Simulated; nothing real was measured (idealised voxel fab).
Process module under the name voxel double patterning
Square cells of 5 nm make up the cross-section cut, whose width is 210 nm.
Cross-section format: a grid of square cells, given as bands from top to bottom; each band is one or more rows of cells. First you get the band's top height and its bottom height, in nm, and then the materials it's made of, left to right, with each width in nm. If you see a single material with "full width", that one covers the band edge to edge. "blank" is empty space. Height datum 0, below which the as-received substrate wafer is one material. Lowest band open at the bottom, running downward: "0 nm and below". So if you see something like "30 to 40" for the width, read it as the top row of the band sitting at the first number and the bottom row at the second, with every row in between moving by the same amount as the last. Step note "remained unchanged" = no cross-section cell changed. Under "Catalogued sealed voids" you'll find the enclosed gaps, the ones with no way out to the top, that are 8 cells or bigger; each reads width x height at distance, with distance counted from the left edge, everything in nm. What comes after the settings on a step's line is commentary from the simulator itself on that step. You can add "overlay nm" to a step's line. For a step with a mask, it describes how far the mask lay to the right of its planned position, and a negative number describes a lay to the left.

The following list gives the planned process steps
1: RECEIVE | material Si
2: CONFORMAL_DEP | material SiO2 | thk nm 10
3: DIRECTIONAL_DEP | material polySi | thk nm 10
4: DIRECTIONAL_DEP | material SiCN | thk nm 5
5: DIRECTIONAL_DEP | material aC | thk nm 10
6: PATTERN | tone open | mask id FIRST | material resist | width nm 15 | pitch nm 50 | thk nm 30 | overlay nm 0
7: DIRECTIONAL_ETCH | etch materials aC | depth nm 10
8: STRIP | etch materials resist
9: DIRECTIONAL_ETCH | etch materials SiCN | depth nm 5
10: STRIP | etch materials aC
11: MASKED_ETCH | tone open | mask id SECOND | width nm 15 | pitch nm 50 | etch materials SiCN | depth nm 5 | overlay nm 0
12: DIRECTIONAL_ETCH | etch materials polySi | depth nm 10
13: STRIP | etch materials SiCN

The first wafer of two, processed as planned

Cross-section of the incoming wafer, state after step 1
* 0 nm and below  Si full width
* Catalogued sealed voids: none

After step 2: wafer cross-section
* 10 nm to 0 nm  SiO2 full width
* Beneath the level 0, the cross-section is identical to its previous state.

After step 3: wafer cross-section
* 20 nm to 10 nm  polySi full width
* Beneath the level 10, the cross-section is identical to its previous state.

After step 4: wafer cross-section
* 25 nm to 20 nm  SiCN full width
* Beneath the level 20, the cross-section is identical to its previous state.

After step 5: wafer cross-section
* 35 nm to 25 nm  aC full width
* Beneath the level 25, the cross-section is identical to its previous state.

After step 6: wafer cross-section
* 65 nm to 35 nm  45 nm resist, then 15 nm blank, then 35 nm resist, then 15 nm blank, then 35 nm resist, then 15 nm blank, then 50 nm resist
* Beneath the level 35, the cross-section is identical to its previous state.

After step 7: wafer cross-section
* 55 nm to 35 nm  45 nm resist, then 15 nm blank, then 35 nm resist, then 15 nm blank, then 35 nm resist, then 15 nm blank, then 50 nm resist
* 35 nm to 25 nm  45 nm aC, then 15 nm blank, then 35 nm aC, then 15 nm blank, then 35 nm aC, then 15 nm blank, then 50 nm aC
* Beneath the level 25, the cross-section is identical to its previous state.

After step 8: wafer cross-section
* 35 nm to 25 nm  45 nm aC, then 15 nm blank, then 35 nm aC, then 15 nm blank, then 35 nm aC, then 15 nm blank, then 50 nm aC
* Beneath the level 25, the cross-section is identical to its previous state.

After step 9: wafer cross-section
* 35 nm to 25 nm  45 nm aC, then 15 nm blank, then 35 nm aC, then 15 nm blank, then 35 nm aC, then 15 nm blank, then 50 nm aC
* 25 nm to 20 nm  45 nm SiCN, then 15 nm blank, then 35 nm SiCN, then 15 nm blank, then 35 nm SiCN, then 15 nm blank, then 50 nm SiCN
* Beneath the level 20, the cross-section is identical to its previous state.

After step 10: wafer cross-section
* 25 nm to 20 nm  45 nm SiCN, then 15 nm blank, then 35 nm SiCN, then 15 nm blank, then 35 nm SiCN, then 15 nm blank, then 50 nm SiCN
* Beneath the level 20, the cross-section is identical to its previous state.

After step 11: wafer cross-section
* 25 nm to 20 nm  45 nm SiCN, then 15 nm blank, then 10 nm SiCN, then 15 nm blank, then 10 nm SiCN, then 15 nm blank, then 10 nm SiCN, then 15 nm blank, then 10 nm SiCN, then 15 nm blank, then 50 nm SiCN
* Beneath the level 20, the cross-section is identical to its previous state.

After step 12: wafer cross-section
* 25 nm to 20 nm  45 nm SiCN, then 15 nm blank, then 10 nm SiCN, then 15 nm blank, then 10 nm SiCN, then 15 nm blank, then 10 nm SiCN, then 15 nm blank, then 10 nm SiCN, then 15 nm blank, then 50 nm SiCN
* 20 nm to 10 nm  45 nm polySi, then 15 nm blank, then 10 nm polySi, then 15 nm blank, then 10 nm polySi, then 15 nm blank, then 10 nm polySi, then 15 nm blank, then 10 nm polySi, then 15 nm blank, then 50 nm polySi
* Beneath the level 10, the cross-section is identical to its previous state.

After step 13: wafer cross-section
* 20 nm to 10 nm  45 nm polySi, then 15 nm blank, then 10 nm polySi, then 15 nm blank, then 10 nm polySi, then 15 nm blank, then 10 nm polySi, then 15 nm blank, then 10 nm polySi, then 15 nm blank, then 50 nm polySi
* Beneath the level 10, the cross-section is identical to its previous state.

The Second Wafer: Common Origin and Plan, One Mistake in Execution, Identical to the First Through Step 5

Second wafer: cross-section at the scheduled end of step 6
* 65 nm to 35 nm  40 nm resist, then 25 nm blank, then 25 nm resist, then 25 nm blank, then 25 nm resist, then 25 nm blank, then 45 nm resist
* Beneath the level 35, the cross-section is identical to its previous state.

Second wafer: cross-section at the scheduled end of step 7
* 55 nm to 35 nm  40 nm resist, then 25 nm blank, then 25 nm resist, then 25 nm blank, then 25 nm resist, then 25 nm blank, then 45 nm resist
* 35 nm to 25 nm  40 nm aC, then 25 nm blank, then 25 nm aC, then 25 nm blank, then 25 nm aC, then 25 nm blank, then 45 nm aC
* Beneath the level 25, the cross-section is identical to its previous state.

Second wafer: cross-section at the scheduled end of step 8
* 35 nm to 25 nm  40 nm aC, then 25 nm blank, then 25 nm aC, then 25 nm blank, then 25 nm aC, then 25 nm blank, then 45 nm aC
* Beneath the level 25, the cross-section is identical to its previous state.

Second wafer: cross-section at the scheduled end of step 9
* 35 nm to 25 nm  40 nm aC, then 25 nm blank, then 25 nm aC, then 25 nm blank, then 25 nm aC, then 25 nm blank, then 45 nm aC
* 25 nm to 20 nm  40 nm SiCN, then 25 nm blank, then 25 nm SiCN, then 25 nm blank, then 25 nm SiCN, then 25 nm blank, then 45 nm SiCN
* Beneath the level 20, the cross-section is identical to its previous state.

Second wafer: cross-section at the scheduled end of step 10
* 25 nm to 20 nm  40 nm SiCN, then 25 nm blank, then 25 nm SiCN, then 25 nm blank, then 25 nm SiCN, then 25 nm blank, then 45 nm SiCN
* Beneath the level 20, the cross-section is identical to its previous state.

Second wafer: cross-section at the scheduled end of step 11
* 25 nm to 20 nm  40 nm SiCN, then 25 nm blank, then 5 nm SiCN, then 15 nm blank, then 5 nm SiCN, then 25 nm blank, then 5 nm SiCN, then 15 nm blank, then 5 nm SiCN, then 25 nm blank, then 45 nm SiCN
* Beneath the level 20, the cross-section is identical to its previous state.

Second wafer: cross-section at the scheduled end of step 12
* 25 nm to 20 nm  40 nm SiCN, then 25 nm blank, then 5 nm SiCN, then 15 nm blank, then 5 nm SiCN, then 25 nm blank, then 5 nm SiCN, then 15 nm blank, then 5 nm SiCN, then 25 nm blank, then 45 nm SiCN
* 20 nm to 10 nm  40 nm polySi, then 25 nm blank, then 5 nm polySi, then 15 nm blank, then 5 nm polySi, then 25 nm blank, then 5 nm polySi, then 15 nm blank, then 5 nm polySi, then 25 nm blank, then 45 nm polySi
* Beneath the level 10, the cross-section is identical to its previous state.

Second wafer: cross-section at the scheduled end of step 13
* 20 nm to 10 nm  40 nm polySi, then 25 nm blank, then 5 nm polySi, then 15 nm blank, then 5 nm polySi, then 25 nm blank, then 5 nm polySi, then 15 nm blank, then 5 nm polySi, then 25 nm blank, then 45 nm polySi
* Beneath the level 10, the cross-section is identical to its previous state.
Heads up, the wafer didn't run the way we planned it: for step 6, the planned setting was not used; the step was instead run as PATTERN | tone open | mask id FIRST | material resist | width nm 25 | pitch nm 50 | thk nm 30 | overlay nm 0
Final tally in cells, some materials are higher or lower on the second wafer than on the first: -12 polySi
